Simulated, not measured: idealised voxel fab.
You're looking at the process module voxel gate over fins.
FYI the section here is cut, 175 nm wide, cells are 5 nm squares.
The cross-sections in this document take the form of a grid made of square cells. They are written out as bands, in order from top to bottom. Each band consists of one or more rows of cells. Within each band entry, the heights of the top and of the bottom of the band appear first, in that order and in nm; the materials of the band then follow from left to right, each with its corresponding width in nm. The designation "edge to edge" on a single material indicates that it fills the band from edge to edge; the designation "blank" indicates empty space. Height is counted from the level 0, under which the received wafer is composed throughout of one material. The lowest of the bands is not closed at the bottom but continues downward, in the notation "0 -> down". A width given as "30->40" starts at the first number in the band's top row and ends at the second number in its bottom row, shifting by an equal amount at every step from row to row. A step reported as "remains unaltered" is a step in which no cell of the cross-section changed. The label "Enclosed void catalog" introduces a list of the empty spaces, 8 cells or larger, that have no open way up to the top; each entry in it reads width x height at distance, where the distance is taken from the left edge and all three are stated in nm. It should be noted that, on the line of a given step, the content following the step's settings is a remark produced by the simulator itself with respect to that step. The setting "overlay nm" may be written on the line of a step. When the step uses a mask, the value reports how far to the right of the planned place the mask lay, and a negative value reports that it lay to the left.

PROCESS STEPS - PLAN
1 RECEIVE (material Si)
2 CONFORMAL_DEP (material SiN; thk nm 10)
3 PATTERN (tone cover; mask id FINS; material resist; width nm 15; pitch nm 35; thk nm 15; overlay nm 0)
4 DIRECTIONAL_ETCH (etch materials SiN; depth nm 10)
5 DIRECTIONAL_ETCH (etch materials Si; depth nm 30)
6 STRIP (etch materials resist)
7 OXIDIZE (depth nm 5)
8 FILL_DEP (material SiO2; thk nm 10)
9 CMP (height nm 10)
10 SELECTIVE_ETCH (etch materials SiO2; depth nm 20)
11 STRIP (etch materials SiN)
12 CONFORMAL_DEP (material HfO2; thk nm 5)
13 CONFORMAL_DEP (material TiN; thk nm 5)
14 CONFORMAL_DEP (material TiAl; thk nm 5)
15 CONFORMAL_DEP (material TiN; thk nm 5)
16 FILL_DEP (material W; thk nm 15)
17 CMP (height nm 30)
18 CONFORMAL_DEP (material SiN; thk nm 5)

AS RECEIVED, AFTER STEP 1
> 0 -> down | Si edge to edge
> Enclosed void catalog: none

STARTING STRUCTURE AND PROCESS PLAN ARE AS SHOWN ABOVE, BUT ONE MISTAKE WAS MADE IN RUNNING THE MODULE; THE WAFER CROSS-SECTION AT THE END OF THE MODULE FOLLOWS
> 35 -> 30 | SiN edge to edge
> 30 -> 25 | TiN: 170; W: 5
> 25 -> 20 | TiN: 5; TiAl: 160; TiN: 5; W: 5
> 20 -> 15 | TiN: 5; TiAl: 5; TiN: 150; TiAl: 5; TiN: 10
> 15 -> 10 | TiAl: 10; TiN: 5; HfO2: 140; TiN: 5; TiAl: 15
> 10 -> 5 | TiN: 15; HfO2: 140; TiN: 20
> 5 -> 0 | HfO2 edge to edge
> 0 -> -10 | HfO2: 30; Si: 5; HfO2: 30; Si: 5; HfO2: 30; Si: 5; HfO2: 30; Si: 5; HfO2: 35
> -10 -> -35 | SiO2: 30; Si: 5; SiO2: 30; Si: 5; SiO2: 30; Si: 5; SiO2: 30; Si: 5; SiO2: 35
> -35 -> down | Si edge to edge
> Enclosed void catalog: none
What was the processing mistake? step 12, actual vs plan mismatch, actual run CONFORMAL_DEP (material HfO2; thk nm 15)
